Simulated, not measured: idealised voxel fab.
Process module, titled voxel released beams
Section shown: cut. Width: 245 nm. Cell size: 5 nm, square.
A cross-section in this document is a grid of square cells, and it is written down as bands, the top band listed before the ones below it; a band is made up of one or more rows of cells.
This entry defines a band. It first specifies the height of the band's top and the height of its bottom in nm, and then specifies the band's materials from left to right, stating each material with its width in nm. The word "full width" identifies a single material that fills the band from edge to edge, while the word "blank" identifies empty space.
Heights are measured from 0, the level below which the as-received wafer is all one material; the lowest band has no bottom and continues downward, written as in "z 0 and below".
A width given as "30..40" starts at the first number in the band's top row and ends at the second number in its bottom row, shifting by an equal amount at every step from row to row.
Take "identical to before" at face value: in the step it is given for, the cross-section changed in none of its cells.
The entry "Fully sealed cavities" lists the empty spaces that cover at least 8 cells and have no open path to the top. Each is written as width x height at distance, where the distance is measured from the left edge and all three values are in nm.
It should be noted that, on the line of a given step, the content following the step's settings is a remark produced by the simulator itself with respect to that step.
A step's line can hold "overlay nm"; with a mask on that step, the setting says how far right of the planned place the mask lay, while a negative setting says it lay to the left.

### Planned process steps
step 1: op RECEIVE | material Si
step 2: op CONFORMAL_DEP | material Al2O3 | thk nm 10
step 3: op DIRECTIONAL_DEP | material SiO2 | thk nm 15
step 4: op PATTERN | tone open | mask id ANCHOR | material resist | width nm 35 | thk nm 15 | overlay nm 0
step 5: op DIRECTIONAL_ETCH | etch materials SiO2 | depth nm 15
step 6: op STRIP | etch materials resist
step 7: op CONFORMAL_DEP | material SiN | thk nm 10
step 8: op PATTERN | tone cover | mask id BEAM | material resist | width nm 95 | thk nm 20 | overlay nm 0
step 9: op DIRECTIONAL_ETCH | etch materials SiN | depth nm 10
step 10: op STRIP | etch materials resist
step 11: op STRIP | etch materials SiO2

### Shown in cross-section is the wafer as received, that is, as it stands after step 1
	z 0 and below = Si full width
	Fully sealed cavities: none

### Cross-section, end of module. Start: as above. Plan: as above. Execution: one mistake
	z 25 to 15 = blank (70) | SiN (15) | blank (15) | SiN (65) | blank (80)
	z 15 to 10 = blank (75) | SiN (10) | blank (15) | SiN (10) | blank (135)
	z 10 to 0 = blank (75) | SiN (35) | blank (135)
	z 0 and below = Si full width
	Fully sealed cavities: none
Diagnosis: step 2 was dropped from the plan's execution and never run
